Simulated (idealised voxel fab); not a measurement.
This is a process module. Its name is voxel self aligned vias.
The cross-section on display is named cut; it measures 175 nm wide, and its cells are 5 nm squares.
A cross-section is written here as square cells arranged in a grid, and it is given in bands from the top down, each band taking up one or more rows of cells. Top height, bottom height, nm. Materials left to right, width each, nm. Single material + "throughout" = fills band edge to edge. "air" = empty. Heights are expressed relative to 0, this being the level below which the as-received wafer comprises one material exclusively. The lowest band is unbounded in the downward direction and is denoted as in "z 0 and below". The width entry "30->40" should be interpreted row by row: the top row of cells in the band takes the first number, the bottom row takes the second number, and the change between adjacent rows is uniform throughout. Key: "no modification" - step with no changed cell in the cross-section. If an empty space has no open way to the top and is at least 8 cells in size, "Enclosed void entries" lists it, written width x height at distance, where distance is measured from the left edge and every value is in nm. On each step's line, the part that comes after the settings is the simulator's own comment on the step. Regarding "overlay nm": on a step with a mask, it is the distance the mask lay to the right of its planned place; a negative value places it to the left. Each pair below shows a cross-section before one step and the cross-section after it, down to the lowest band that changed. The line under each pair gives the step between them, with its settings. The pairs can come from different runs of this module on the same starting wafer, so a pair continues from the pair above only where its "Before the step" says so.

# Before the step
  z 0 and below = Si throughout
  Enclosed void entries: none

# Post-Step Cross-Section
  z 10 to 0 = SiO2 throughout
  Nothing below the height 0 has changed.
  Enclosed void entries: none
Transition step, before and after shown above: CONFORMAL_DEP, material SiO2, thk nm 10

Before the step: starting point is the after cross-section of the pair just above.

# Post-Step Cross-Section
  z 15 to 10 = SiCN throughout
  Nothing below the height 10 has changed.
  Enclosed void entries: none
Transition step, before and after shown above: CONFORMAL_DEP, material SiCN, thk nm 5

Before the step: starting point is the after cross-section of the pair just above.

# Post-Step Cross-Section
  z 40 to 15 = SiO2 throughout
  Nothing below the height 15 has changed.
  Enclosed void entries: none
Transition step, before and after shown above: DIRECTIONAL_DEP, material SiO2, thk nm 25

Before the step: starting point is the after cross-section of the pair just above.

# Post-Step Cross-Section
  z 60 to 40 = resist=40  air=30  resist=35  air=30  resist=40
  Nothing below the height 40 has changed.
  Enclosed void entries: none
Transition step, before and after shown above: PATTERN, tone open, mask id LINES, material resist, width nm 30, pitch nm 65, thk nm 20, overlay nm 0

Before the step: starting point is the after cross-section of the pair just above.

# Post-Step Cross-Section
  z 60 to 40 = resist=40  air=30  resist=35  air=30  resist=40
  z 40 to 15 = SiO2=40  air=30  SiO2=35  air=30  SiO2=40
  Nothing below the height 15 has changed.
  Enclosed void entries: none
Transition step, before and after shown above: DIRECTIONAL_ETCH, etch materials SiO2, depth nm 25

Before the step: starting point is the after cross-section of the pair just above.

# Post-Step Cross-Section
  z 40 to 15 = SiO2=40  air=30  SiO2=35  air=30  SiO2=40
  Nothing below the height 15 has changed.
  Enclosed void entries: none
Transition step, before and after shown above: STRIP, etch materials resist

Before the step: starting point is the after cross-section of the pair just above.

# Post-Step Cross-Section
  z 45 to 40 = TiN=45  air=20  TiN=45  air=20  TiN=45
  z 40 to 20 = SiO2=40  TiN=5  air=20  TiN=5  SiO2=35  TiN=5  air=20  TiN=5  SiO2=40
  z 20 to 15 = SiO2=40  TiN=30  SiO2=35  TiN=30  SiO2=40
  Nothing below the height 15 has changed.
  Enclosed void entries: none
Transition step, before and after shown above: CONFORMAL_DEP, material TiN, thk nm 5

Before the step: starting point is the after cross-section of the pair just above.

# Post-Step Cross-Section
  z 55 to 45 = W throughout
  z 45 to 40 = TiN=45  W=20  TiN=45  W=20  TiN=45
  z 40 to 20 = SiO2=40  TiN=5  W=20  TiN=5  SiO2=35  TiN=5  W=20  TiN=5  SiO2=40
  Nothing below the height 20 has changed.
  Enclosed void entries: none
Transition step, before and after shown above: FILL_DEP, material W, thk nm 10

Before the step: starting point is the after cross-section of the pair just above.

# Post-Step Cross-Section
  z 40 to 20 = SiO2=40  TiN=5  W=20  TiN=5  SiO2=35  TiN=5  W=20  TiN=5  SiO2=40
  Nothing below the height 20 has changed.
  Enclosed void entries: none
Transition step, before and after shown above: CMP, height nm 40

Before the step: starting point is the after cross-section of the pair just above.

# Post-Step Cross-Section
  z 40 to 30 = SiO2=40  air=30  SiO2=35  air=30  SiO2=40
  Nothing below the height 30 has changed.
  Enclosed void entries: none
Transition step, before and after shown above: SELECTIVE_ETCH, etch materials W Ru TiN, depth nm 10

Before the step: starting point is the after cross-section of the pair just above.

# Post-Step Cross-Section
  z 50 to 40 = SiN throughout
  z 40 to 30 = SiO2=40  SiN=30  SiO2=35  SiN=30  SiO2=40
  Nothing below the height 30 has changed.
  Enclosed void entries: none
Transition step, before and after shown above: FILL_DEP, material SiN, thk nm 10

Before the step: starting point is the after cross-section of the pair just above.

# Post-Step Cross-Section
  z 40 to 30 = SiO2=40  SiN=30  SiO2=35  SiN=30  SiO2=40
  Nothing below the height 30 has changed.
  Enclosed void entries: none
Transition step, before and after shown above: CMP, height nm 40

Before the step: starting point is the after cross-section of the pair just above.

# Post-Step Cross-Section
  z 55 to 40 = SiO2 throughout
  Nothing below the height 40 has changed.
  Enclosed void entries: none
Transition step, before and after shown above: DIRECTIONAL_DEP, material SiO2, thk nm 15

Before the step: starting point is the after cross-section of the pair just above.

# Post-Step Cross-Section
  z 65 to 55 = aC throughout
  Nothing below the height 55 has changed.
  Enclosed void entries: none
Transition step, before and after shown above: DIRECTIONAL_DEP, material aC, thk nm 10

Before the step: starting point is the after cross-section of the pair just above.

# Post-Step Cross-Section
  z 90 to 65 = resist=30  air=50  resist=95
  Nothing below the height 65 has changed.
  Enclosed void entries: none
Transition step, before and after shown above: PATTERN, tone open, mask id VIAS, material resist, width nm 50, thk nm 25, overlay nm 0

Before the step: starting point is the after cross-section of the pair just above.

# Post-Step Cross-Section
  z 80 to 65 = resist=30  air=50  resist=95
  z 65 to 55 = aC=30  air=50  aC=95
  Nothing below the height 55 has changed.
  Enclosed void entries: none
Transition step, before and after shown above: DIRECTIONAL_ETCH, etch materials aC, depth nm 10

Before the step: starting point is the after cross-section of the pair just above.

# Post-Step Cross-Section
  z 65 to 55 = aC=30  air=50  aC=95
  Nothing below the height 55 has changed.
  Enclosed void entries: none
Transition step, before and after shown above: STRIP, etch materials resist

Before the step: starting point is the after cross-section of the pair just above.

# Post-Step Cross-Section
  z 65 to 55 = aC=30  air=50  aC=95
  z 55 to 40 = SiO2=30  air=50  SiO2=95
  Nothing below the height 40 has changed.
  Enclosed void entries: none
Transition step, before and after shown above: DIRECTIONAL_ETCH, etch materials SiO2, depth nm 15

Before the step: starting point is the after cross-section of the pair just above.

# Post-Step Cross-Section
  z 65 to 55 = aC=30  air=50  aC=95
  z 55 to 40 = SiO2=30  air=50  SiO2=95
  z 40 to 30 = SiO2=40  air=30  SiO2=35  SiN=30  SiO2=40
  Nothing below the height 30 has changed.
  Enclosed void entries: none
Transition step, before and after shown above: DIRECTIONAL_ETCH, etch materials SiN, depth nm 10

Before the step: starting point is the after cross-section of the pair just above.

# Post-Step Cross-Section
  z 55 to 40 = SiO2=30  air=50  SiO2=95
  Nothing below the height 40 has changed.
  Enclosed void entries: none
Transition step, before and after shown above: STRIP, etch materials aC

Before the step: starting point is the after cross-section of the pair just above.

# Post-Step Cross-Section
  z 60 to 55 = TiN=35  air=40  TiN=100
  z 55 to 45 = SiO2=30  TiN=5  air=40  TiN=5  SiO2=95
  z 45 to 40 = SiO2=30  TiN=15  air=20  TiN=15  SiO2=95
  z 40 to 35 = SiO2=40  TiN=5  air=20  TiN=5  SiO2=35  SiN=30  SiO2=40
  z 35 to 30 = SiO2=40  TiN=30  SiO2=35  SiN=30  SiO2=40
  Nothing below the height 30 has changed.
  Enclosed void entries: none
Transition step, before and after shown above: CONFORMAL_DEP, material TiN, thk nm 5

Before the step: starting point is the after cross-section of the pair just above.

# Post-Step Cross-Section
  z 70 to 60 = Ru throughout
  z 60 to 55 = TiN=35  Ru=40  TiN=100
  z 55 to 45 = SiO2=30  TiN=5  Ru=40  TiN=5  SiO2=95
  z 45 to 40 = SiO2=30  TiN=15  Ru=20  TiN=15  SiO2=95
  z 40 to 35 = SiO2=40  TiN=5  Ru=20  TiN=5  SiO2=35  SiN=30  SiO2=40
  Nothing below the height 35 has changed.
  Enclosed void entries: none
Transition step, before and after shown above: FILL_DEP, material Ru, thk nm 10

Before the step: starting point is the after cross-section of the pair just above.

# Post-Step Cross-Section
  z 55 to 45 = SiO2=30  TiN=5  Ru=40  TiN=5  SiO2=95
  Nothing below the height 45 has changed.
  Enclosed void entries: none
Transition step, before and after shown above: CMP, height nm 55

Before the step: starting point is the after cross-section of the pair just above.

# Post-Step Cross-Section
  z 60 to 55 = SiN throughout
  Nothing below the height 55 has changed.
  Enclosed void entries: none
Transition step, before and after shown above: CONFORMAL_DEP, material SiN, thk nm 5

# Before the step
  z 0 and below = Si throughout
  Enclosed void entries: none

# Post-Step Cross-Section
  z 5 to 0 = SiCN throughout
  Nothing below the height 0 has changed.
  Enclosed void entries: none
Transition step, before and after shown above: CONFORMAL_DEP, material SiCN, thk nm 5

Before the step: starting point is the after cross-section of the pair just above.

# Post-Step Cross-Section
  z 30 to 5 = SiO2 throughout
  Nothing below the height 5 has changed.
  Enclosed void entries: none
Transition step, before and after shown above: DIRECTIONAL_DEP, material SiO2, thk nm 25

Before the step: starting point is the after cross-section of the pair just above.

# Post-Step Cross-Section
  z 50 to 30 = resist=40  air=30  resist=35  air=30  resist=40
  Nothing below the height 30 has changed.
  Enclosed void entries: none
Transition step, before and after shown above: PATTERN, tone open, mask id LINES, material resist, width nm 30, pitch nm 65, thk nm 20, overlay nm 0

Before the step: starting point is the after cross-section of the pair just above.

# Post-Step Cross-Section
  z 50 to 30 = resist=40  air=30  resist=35  air=30  resist=40
  z 30 to 5 = SiO2=40  air=30  SiO2=35  air=30  SiO2=40
  Nothing below the height 5 has changed.
  Enclosed void entries: none
Transition step, before and after shown above: DIRECTIONAL_ETCH, etch materials SiO2, depth nm 25

Before the step: starting point is the after cross-section of the pair just above.

# Post-Step Cross-Section
  z 30 to 5 = SiO2=40  air=30  SiO2=35  air=30  SiO2=40
  Nothing below the height 5 has changed.
  Enclosed void entries: none
Transition step, before and after shown above: STRIP, etch materials resist

Before the step: starting point is the after cross-section of the pair just above.

# Post-Step Cross-Section
  z 35 to 30 = TiN=45  air=20  TiN=45  air=20  TiN=45
  z 30 to 10 = SiO2=40  TiN=5  air=20  TiN=5  SiO2=35  TiN=5  air=20  TiN=5  SiO2=40
  z 10 to 5 = SiO2=40  TiN=30  SiO2=35  TiN=30  SiO2=40
  Nothing below the height 5 has changed.
  Enclosed void entries: none
Transition step, before and after shown above: CONFORMAL_DEP, material TiN, thk nm 5

Before the step: starting point is the after cross-section of the pair just above.

# Post-Step Cross-Section
  z 45 to 35 = W throughout
  z 35 to 30 = TiN=45  W=20  TiN=45  W=20  TiN=45
  z 30 to 10 = SiO2=40  TiN=5  W=20  TiN=5  SiO2=35  TiN=5  W=20  TiN=5  SiO2=40
  Nothing below the height 10 has changed.
  Enclosed void entries: none
Transition step, before and after shown above: FILL_DEP, material W, thk nm 10

Before the step: starting point is the after cross-section of the pair just above.

# Post-Step Cross-Section
  z 40 to 35 = W throughout
  Nothing below the height 35 has changed.
  Enclosed void entries: none
Transition step, before and after shown above: CMP, height nm 40

Before the step: starting point is the after cross-section of the pair just above.

# Post-Step Cross-Section
  z 30 to 10 = SiO2=40  TiN=5  W=20  TiN=5  SiO2=35  TiN=5  W=20  TiN=5  SiO2=40
  Nothing below the height 10 has changed.
  Enclosed void entries: none
Transition step, before and after shown above: SELECTIVE_ETCH, etch materials W Ru TiN, depth nm 10

Before the step: starting point is the after cross-section of the pair just above.

# Post-Step Cross-Section
  z 40 to 30 = SiN throughout
  Nothing below the height 30 has changed.
  Enclosed void entries: none
Transition step, before and after shown above: FILL_DEP, material SiN, thk nm 10

Before the step: starting point is the after cross-section of the pair just above.

# Post-Step Cross-Section
  z 55 to 40 = SiO2 throughout
  Nothing below the height 40 has changed.
  Enclosed void entries: none
Transition step, before and after shown above: DIRECTIONAL_DEP, material SiO2, thk nm 15

Before the step: starting point is the after cross-section of the pair just above.

# Post-Step Cross-Section
  z 65 to 55 = aC throughout
  Nothing below the height 55 has changed.
  Enclosed void entries: none
Transition step, before and after shown above: DIRECTIONAL_DEP, material aC, thk nm 10

Before the step: starting point is the after cross-section of the pair just above.

# Post-Step Cross-Section
  z 90 to 65 = resist=30  air=50  resist=95
  Nothing below the height 65 has changed.
  Enclosed void entries: none
Transition step, before and after shown above: PATTERN, tone open, mask id VIAS, material resist, width nm 50, thk nm 25, overlay nm 0

Before the step: starting point is the after cross-section of the pair just above.

# Post-Step Cross-Section
  z 80 to 65 = resist=30  air=50  resist=95
  z 65 to 55 = aC=30  air=50  aC=95
  Nothing below the height 55 has changed.
  Enclosed void entries: none
Transition step, before and after shown above: DIRECTIONAL_ETCH, etch materials aC, depth nm 10

Before the step: starting point is the after cross-section of the pair just above.

# Post-Step Cross-Section
  z 65 to 55 = aC=30  air=50  aC=95
  Nothing below the height 55 has changed.
  Enclosed void entries: none
Transition step, before and after shown above: STRIP, etch materials resist

Before the step: starting point is the after cross-section of the pair just above.

# Post-Step Cross-Section
  z 65 to 55 = aC=30  air=50  aC=95
  z 55 to 40 = SiO2=30  air=50  SiO2=95
  Nothing below the height 40 has changed.
  Enclosed void entries: none
Transition step, before and after shown above: DIRECTIONAL_ETCH, etch materials SiO2, depth nm 15

Before the step: starting point is the after cross-section of the pair just above.

# Post-Step Cross-Section
  z 65 to 55 = aC=30  air=50  aC=95
  z 55 to 40 = SiO2=30  air=50  SiO2=95
  z 40 to 30 = SiN=30  air=50  SiN=95
  Nothing below the height 30 has changed.
  Enclosed void entries: none
Transition step, before and after shown above: DIRECTIONAL_ETCH, etch materials SiN, depth nm 10

Before the step: starting point is the after cross-section of the pair just above.

# Post-Step Cross-Section
  z 55 to 40 = SiO2=30  air=50  SiO2=95
  Nothing below the height 40 has changed.
  Enclosed void entries: none
Transition step, before and after shown above: STRIP, etch materials aC

Before the step: starting point is the after cross-section of the pair just above.

# Post-Step Cross-Section
  z 60 to 55 = TiN=35  air=40  TiN=100
  z 55 to 40 = SiO2=30  TiN=5  air=40  TiN=5  SiO2=95
  z 40 to 35 = SiN=30  TiN=5  air=40  TiN=5  SiN=95
  z 35 to 30 = SiN=30  TiN=50  SiN=95
  Nothing below the height 30 has changed.
  Enclosed void entries: none
Transition step, before and after shown above: CONFORMAL_DEP, material TiN, thk nm 5

Before the step: starting point is the after cross-section of the pair just above.

# Post-Step Cross-Section
  z 70 to 60 = Ru throughout
  z 60 to 55 = TiN=35  Ru=40  TiN=100
  z 55 to 40 = SiO2=30  TiN=5  Ru=40  TiN=5  SiO2=95
  z 40 to 35 = SiN=30  TiN=5  Ru=40  TiN=5  SiN=95
  Nothing below the height 35 has changed.
  Enclosed void entries: none
Transition step, before and after shown above: FILL_DEP, material Ru, thk nm 10

Before the step: starting point is the after cross-section of the pair just above.

# Post-Step Cross-Section
  z 55 to 40 = SiO2=30  TiN=5  Ru=40  TiN=5  SiO2=95
  Nothing below the height 40 has changed.
  Enclosed void entries: none
Transition step, before and after shown above: CMP, height nm 55

Before the step: starting point is the after cross-section of the pair just above.

# Post-Step Cross-Section
  z 60 to 55 = SiN throughout
  Nothing below the height 55 has changed.
  Enclosed void entries: none
Transition step, before and after shown above: CONFORMAL_DEP, material SiN, thk nm 5

# Before the step
  z 65 to 55 = aC=30  air=50  aC=95
  z 55 to 40 = SiO2=30  air=50  SiO2=95
  z 40 to 30 = SiO2=40  SiN=30  SiO2=35  SiN=30  SiO2=40
  z 30 to 20 = SiO2=40  TiN=5  W=20  TiN=5  SiO2=35  TiN=5  W=20  TiN=5  SiO2=40
  z 20 to 15 = SiO2=40  TiN=30  SiO2=35  TiN=30  SiO2=40
  z 15 to 10 = SiCN throughout
  z 10 to 0 = SiO2 throughout
  z 0 and below = Si throughout
  Enclosed void entries: none

# Post-Step Cross-Section
  z 65 to 55 = aC=30  air=50  aC=95
  z 55 to 40 = SiO2=30  air=50  SiO2=95
  z 40 to 30 = SiO2=30  air=10  SiN=30  air=10  SiO2=25  SiN=30  SiO2=40
  z 30 to 25 = SiO2=30  air=10  TiN=5  W=20  TiN=5  air=10  SiO2=25  TiN=5  W=20  TiN=5  SiO2=40
  Nothing below the height 25 has changed.
  Enclosed void entries: none
Transition step, before and after shown above: DIRECTIONAL_ETCH, etch materials SiO2, depth nm 15

Before the step: starting point is the after cross-section of the pair just above.

# Post-Step Cross-Section
  z 65 to 55 = aC=30  air=50  aC=95
  z 55 to 40 = SiO2=30  air=50  SiO2=95
  z 40 to 30 = SiO2=30  air=50  SiO2=25  SiN=30  SiO2=40
  Nothing below the height 30 has changed.
  Enclosed void entries: none
Transition step, before and after shown above: DIRECTIONAL_ETCH, etch materials SiN, depth nm 10

Before the step: starting point is the after cross-section of the pair just above.

# Post-Step Cross-Section
  z 55 to 40 = SiO2=30  air=50  SiO2=95
  Nothing below the height 40 has changed.
  Enclosed void entries: none
Transition step, before and after shown above: STRIP, etch materials aC

Before the step: starting point is the after cross-section of the pair just above.

# Post-Step Cross-Section
  z 60 to 55 = TiN=35  air=40  TiN=100
  z 55 to 40 = SiO2=30  TiN=5  air=40  TiN=5  SiO2=95
  z 40 to 35 = SiO2=30  TiN=5  air=40  TiN=5  SiO2=25  SiN=30  SiO2=40
  z 35 to 30 = SiO2=30  TiN=50  SiO2=25  SiN=30  SiO2=40
  z 30 to 20 = SiO2=30->40  TiN=15->5  W=20  TiN=15->5  SiO2=25->35  TiN=5  W=20  TiN=5  SiO2=40
  Nothing below the height 20 has changed.
  Enclosed void entries: none
Transition step, before and after shown above: CONFORMAL_DEP, material TiN, thk nm 5

Before the step: starting point is the after cross-section of the pair just above.

# Post-Step Cross-Section
  z 70 to 60 = Ru throughout
  z 60 to 55 = TiN=35  Ru=40  TiN=100
  z 55 to 40 = SiO2=30  TiN=5  Ru=40  TiN=5  SiO2=95
  z 40 to 35 = SiO2=30  TiN=5  Ru=40  TiN=5  SiO2=25  SiN=30  SiO2=40
  Nothing below the height 35 has changed.
  Enclosed void entries: none
Transition step, before and after shown above: FILL_DEP, material Ru, thk nm 10

Before the step: starting point is the after cross-section of the pair just above.

# Post-Step Cross-Section
  z 55 to 40 = SiO2=30  TiN=5  Ru=40  TiN=5  SiO2=95
  Nothing below the height 40 has changed.
  Enclosed void entries: none
Transition step, before and after shown above: CMP, height nm 55

Before the step: starting point is the after cross-section of the pair just above.

# Post-Step Cross-Section
  z 60 to 55 = SiN throughout
  Nothing below the height 55 has changed.
  Enclosed void entries: none
Transition step, before and after shown above: CONFORMAL_DEP, material SiN, thk nm 5

# Before the step
  z 10 to 0 = SiO2 throughout
  z 0 and below = Si throughout
  Enclosed void entries: none

# Post-Step Cross-Section
  z 35 to 0 = SiO2 throughout
  Nothing below the height 0 has changed.
  Enclosed void entries: none
Transition step, before and after shown above: DIRECTIONAL_DEP, material SiO2, thk nm 25

Before the step: starting point is the after cross-section of the pair just above.

# Post-Step Cross-Section
  z 40 to 35 = SiCN throughout
  Nothing below the height 35 has changed.
  Enclosed void entries: none
Transition step, before and after shown above: CONFORMAL_DEP, material SiCN, thk nm 5

Before the step: starting point is the after cross-section of the pair just above.

# Post-Step Cross-Section
  z 60 to 40 = resist=40  air=30  resist=35  air=30  resist=40
  Nothing below the height 40 has changed.
  Enclosed void entries: none
Transition step, before and after shown above: PATTERN, tone open, mask id LINES, material resist, width nm 30, pitch nm 65, thk nm 20, overlay nm 0

Before the step: starting point is the after cross-section of the pair just above.

# Post-Step Cross-Section
  z 40 to 35 = SiCN throughout
  Nothing below the height 35 has changed.
  Enclosed void entries: none
Transition step, before and after shown above: STRIP, etch materials resist

Before the step: starting point is the after cross-section of the pair just above.

# Post-Step Cross-Section
  z 45 to 40 = TiN throughout
  Nothing below the height 40 has changed.
  Enclosed void entries: none
Transition step, before and after shown above: CONFORMAL_DEP, material TiN, thk nm 5

Before the step: starting point is the after cross-section of the pair just above.

# Post-Step Cross-Section
  z 55 to 45 = W throughout
  Nothing below the height 45 has changed.
  Enclosed void entries: none
Transition step, before and after shown above: FILL_DEP, material W, thk nm 10

Before the step: starting point is the after cross-section of the pair just above.

# Post-Step Cross-Section
  z 40 to 35 = SiCN throughout
  Nothing below the height 35 has changed.
  Enclosed void entries: none
Transition step, before and after shown above: CMP, height nm 40

Before the step: starting point is the after cross-section of the pair just above.

# Post-Step Cross-Section
  z 50 to 40 = SiN throughout
  Nothing below the height 40 has changed.
  Enclosed void entries: none
Transition step, before and after shown above: FILL_DEP, material SiN, thk nm 10

Before the step: starting point is the after cross-section of the pair just above.

# Post-Step Cross-Section
  z 40 to 35 = SiCN throughout
  Nothing below the height 35 has changed.
  Enclosed void entries: none
Transition step, before and after shown above: CMP, height nm 40

Before the step: starting point is the after cross-section of the pair just above.

# Post-Step Cross-Section
  z 55 to 40 = SiO2 throughout
  Nothing below the height 40 has changed.
  Enclosed void entries: none
Transition step, before and after shown above: DIRECTIONAL_DEP, material SiO2, thk nm 15

Before the step: starting point is the after cross-section of the pair just above.

# Post-Step Cross-Section
  z 65 to 55 = aC throughout
  Nothing below the height 55 has changed.
  Enclosed void entries: none
Transition step, before and after shown above: DIRECTIONAL_DEP, material aC, thk nm 10

Before the step: starting point is the after cross-section of the pair just above.

# Post-Step Cross-Section
  z 90 to 65 = resist=30  air=50  resist=95
  Nothing below the height 65 has changed.
  Enclosed void entries: none
Transition step, before and after shown above: PATTERN, tone open, mask id VIAS, material resist, width nm 50, thk nm 25, overlay nm 0

Before the step: starting point is the after cross-section of the pair just above.

# Post-Step Cross-Section
  z 80 to 65 = resist=30  air=50  resist=95
  z 65 to 55 = aC=30  air=50  aC=95
  Nothing below the height 55 has changed.
  Enclosed void entries: none
Transition step, before and after shown above: DIRECTIONAL_ETCH, etch materials aC, depth nm 10

Before the step: starting point is the after cross-section of the pair just above.

# Post-Step Cross-Section
  z 65 to 55 = aC=30  air=50  aC=95
  Nothing below the height 55 has changed.
  Enclosed void entries: none
Transition step, before and after shown above: STRIP, etch materials resist

Before the step: starting point is the after cross-section of the pair just above.

# Post-Step Cross-Section
  z 65 to 55 = aC=30  air=50  aC=95
  z 55 to 40 = SiO2=30  air=50  SiO2=95
  Nothing below the height 40 has changed.
  Enclosed void entries: none
Transition step, before and after shown above: DIRECTIONAL_ETCH, etch materials SiO2, depth nm 15

Before the step: starting point is the after cross-section of the pair just above.

# Post-Step Cross-Section
  z 55 to 40 = SiO2=30  air=50  SiO2=95
  Nothing below the height 40 has changed.
  Enclosed void entries: none
Transition step, before and after shown above: STRIP, etch materials aC

Before the step: starting point is the after cross-section of the pair just above.

# Post-Step Cross-Section
  z 60 to 55 = TiN=35  air=40  TiN=100
  z 55 to 45 = SiO2=30  TiN=5  air=40  TiN=5  SiO2=95
  z 45 to 40 = SiO2=30  TiN=50  SiO2=95
  Nothing below the height 40 has changed.
  Enclosed void entries: none
Transition step, before and after shown above: CONFORMAL_DEP, material TiN, thk nm 5

Before the step: starting point is the after cross-section of the pair just above.

# Post-Step Cross-Section
  z 70 to 60 = Ru throughout
  z 60 to 55 = TiN=35  Ru=40  TiN=100
  z 55 to 45 = SiO2=30  TiN=5  Ru=40  TiN=5  SiO2=95
  Nothing below the height 45 has changed.
  Enclosed void entries: none
Transition step, before and after shown above: FILL_DEP, material Ru, thk nm 10

Before the step: starting point is the after cross-section of the pair just above.

# Post-Step Cross-Section
  z 55 to 45 = SiO2=30  TiN=5  Ru=40  TiN=5  SiO2=95
  Nothing below the height 45 has changed.
  Enclosed void entries: none
Transition step, before and after shown above: CMP, height nm 55

Before the step: starting point is the after cross-section of the pair just above.

# Post-Step Cross-Section
  z 60 to 55 = SiN throughout
  Nothing below the height 55 has changed.
  Enclosed void entries: none
Transition step, before and after shown above: CONFORMAL_DEP, material SiN, thk nm 5

# Before the step
  z 40 to 30 = SiO2=40  SiN=30  SiO2=35  SiN=30  SiO2=40
  z 30 to 20 = SiO2=40  TiN=5  W=20  TiN=5  SiO2=35  TiN=5  W=20  TiN=5  SiO2=40
  z 20 to 15 = SiO2=40  TiN=30  SiO2=35  TiN=30  SiO2=40
  z 15 to 10 = SiCN throughout
  z 10 to 0 = SiO2 throughout
  z 0 and below = Si throughout
  Enclosed void entries: none

# Post-Step Cross-Section
  z 45 to 40 = SiO2 throughout
  Nothing below the height 40 has changed.
  Enclosed void entries: none
Transition step, before and after shown above: DIRECTIONAL_DEP, material SiO2, thk nm 5

Before the step: starting point is the after cross-section of the pair just above.

# Post-Step Cross-Section
  z 55 to 45 = aC throughout
  Nothing below the height 45 has changed.
  Enclosed void entries: none
Transition step, before and after shown above: DIRECTIONAL_DEP, material aC, thk nm 10

Before the step: starting point is the after cross-section of the pair just above.

# Post-Step Cross-Section
  z 80 to 55 = resist=30  air=50  resist=95
  Nothing below the height 55 has changed.
  Enclosed void entries: none
Transition step, before and after shown above: PATTERN, tone open, mask id VIAS, material resist, width nm 50, thk nm 25, overlay nm 0

Before the step: starting point is the after cross-section of the pair just above.

# Post-Step Cross-Section
  z 70 to 55 = resist=30  air=50  resist=95
  z 55 to 45 = aC=30  air=50  aC=95
  Nothing below the height 45 has changed.
  Enclosed void entries: none
Transition step, before and after shown above: DIRECTIONAL_ETCH, etch materials aC, depth nm 10

Before the step: starting point is the after cross-section of the pair just above.

# Post-Step Cross-Section
  z 55 to 45 = aC=30  air=50  aC=95
  Nothing below the height 45 has changed.
  Enclosed void entries: none
Transition step, before and after shown above: STRIP, etch materials resist

Before the step: starting point is the after cross-section of the pair just above.

# Post-Step Cross-Section
  z 55 to 45 = aC=30  air=50  aC=95
  z 45 to 40 = SiO2=30  air=50  SiO2=95
  z 40 to 30 = SiO2=30  air=10  SiN=30  air=10  SiO2=25  SiN=30  SiO2=40
  Nothing below the height 30 has changed.
  Enclosed void entries: none
Transition step, before and after shown above: DIRECTIONAL_ETCH, etch materials SiO2, depth nm 15

Before the step: starting point is the after cross-section of the pair just above.

# Post-Step Cross-Section
  z 55 to 45 = aC=30  air=50  aC=95
  z 45 to 40 = SiO2=30  air=50  SiO2=95
  z 40 to 30 = SiO2=30  air=50  SiO2=25  SiN=30  SiO2=40
  Nothing below the height 30 has changed.
  Enclosed void entries: none
Transition step, before and after shown above: DIRECTIONAL_ETCH, etch materials SiN, depth nm 10

Before the step: starting point is the after cross-section of the pair just above.

# Post-Step Cross-Section
  z 45 to 40 = SiO2=30  air=50  SiO2=95
  Nothing below the height 40 has changed.
  Enclosed void entries: none
Transition step, before and after shown above: STRIP, etch materials aC

Before the step: starting point is the after cross-section of the pair just above.

# Post-Step Cross-Section
  z 50 to 45 = TiN=35  air=40  TiN=100
  z 45 to 40 = SiO2=30  TiN=5  air=40  TiN=5  SiO2=95
  z 40 to 35 = SiO2=30  TiN=5  air=40  TiN=5  SiO2=25  SiN=30  SiO2=40
  z 35 to 30 = SiO2=30  TiN=50  SiO2=25  SiN=30  SiO2=40
  Nothing below the height 30 has changed.
  Enclosed void entries: none
Transition step, before and after shown above: CONFORMAL_DEP, material TiN, thk nm 5

Before the step: starting point is the after cross-section of the pair just above.

# Post-Step Cross-Section
  z 60 to 50 = Ru throughout
  z 50 to 45 = TiN=35  Ru=40  TiN=100
  z 45 to 40 = SiO2=30  TiN=5  Ru=40  TiN=5  SiO2=95
  z 40 to 35 = SiO2=30  TiN=5  Ru=40  TiN=5  SiO2=25  SiN=30  SiO2=40
  Nothing below the height 35 has changed.
  Enclosed void entries: none
Transition step, before and after shown above: FILL_DEP, material Ru, thk nm 10

Before the step: starting point is the after cross-section of the pair just above.

# Post-Step Cross-Section
  z 55 to 50 = Ru throughout
  Nothing below the height 50 has changed.
  Enclosed void entries: none
Transition step, before and after shown above: CMP, height nm 55

Before the step: starting point is the after cross-section of the pair just above.

# Post-Step Cross-Section
  z 60 to 55 = SiN throughout
  Nothing below the height 55 has changed.
  Enclosed void entries: none
Transition step, before and after shown above: CONFORMAL_DEP, material SiN, thk nm 5

# Before the step
  z 65 to 55 = aC throughout
  z 55 to 40 = SiO2 throughout
  z 40 to 30 = SiO2=40  SiN=30  SiO2=35  SiN=30  SiO2=40
  z 30 to 20 = SiO2=40  TiN=5  W=20  TiN=5  SiO2=35  TiN=5  W=20  TiN=5  SiO2=40
  z 20 to 15 = SiO2=40  TiN=30  SiO2=35  TiN=30  SiO2=40
  z 15 to 10 = SiCN throughout
  z 10 to 0 = SiO2 throughout
  z 0 and below = Si throughout
  Enclosed void entries: none

# Post-Step Cross-Section
  z 90 to 65 = resist=35  air=45  resist=95
  Nothing below the height 65 has changed.
  Enclosed void entries: none
Transition step, before and after shown above: PATTERN, tone open, mask id VIAS, material resist, width nm 45, thk nm 25, overlay nm 0

Before the step: starting point is the after cross-section of the pair just above.

# Post-Step Cross-Section
  z 80 to 65 = resist=35  air=45  resist=95
  z 65 to 55 = aC=35  air=45  aC=95
  Nothing below the height 55 has changed.
  Enclosed void entries: none
Transition step, before and after shown above: DIRECTIONAL_ETCH, etch materials aC, depth nm 10

Before the step: starting point is the after cross-section of the pair just above.

# Post-Step Cross-Section
  z 65 to 55 = aC=35  air=45  aC=95
  Nothing below the height 55 has changed.
  Enclosed void entries: none
Transition step, before and after shown above: STRIP, etch materials resist

Before the step: starting point is the after cross-section of the pair just above.

# Post-Step Cross-Section
  z 65 to 55 = aC=35  air=45  aC=95
  z 55 to 40 = SiO2=35  air=45  SiO2=95
  Nothing below the height 40 has changed.
  Enclosed void entries: none
Transition step, before and after shown above: DIRECTIONAL_ETCH, etch materials SiO2, depth nm 15

Before the step: starting point is the after cross-section of the pair just above.

# Post-Step Cross-Section
  z 65 to 55 = aC=35  air=45  aC=95
  z 55 to 40 = SiO2=35  air=45  SiO2=95
  z 40 to 30 = SiO2=40  air=30  SiO2=35  SiN=30  SiO2=40
  Nothing below the height 30 has changed.
  Enclosed void entries: none
Transition step, before and after shown above: DIRECTIONAL_ETCH, etch materials SiN, depth nm 10

Before the step: starting point is the after cross-section of the pair just above.

# Post-Step Cross-Section
  z 55 to 40 = SiO2=35  air=45  SiO2=95
  Nothing below the height 40 has changed.
  Enclosed void entries: none
Transition step, before and after shown above: STRIP, etch materials aC
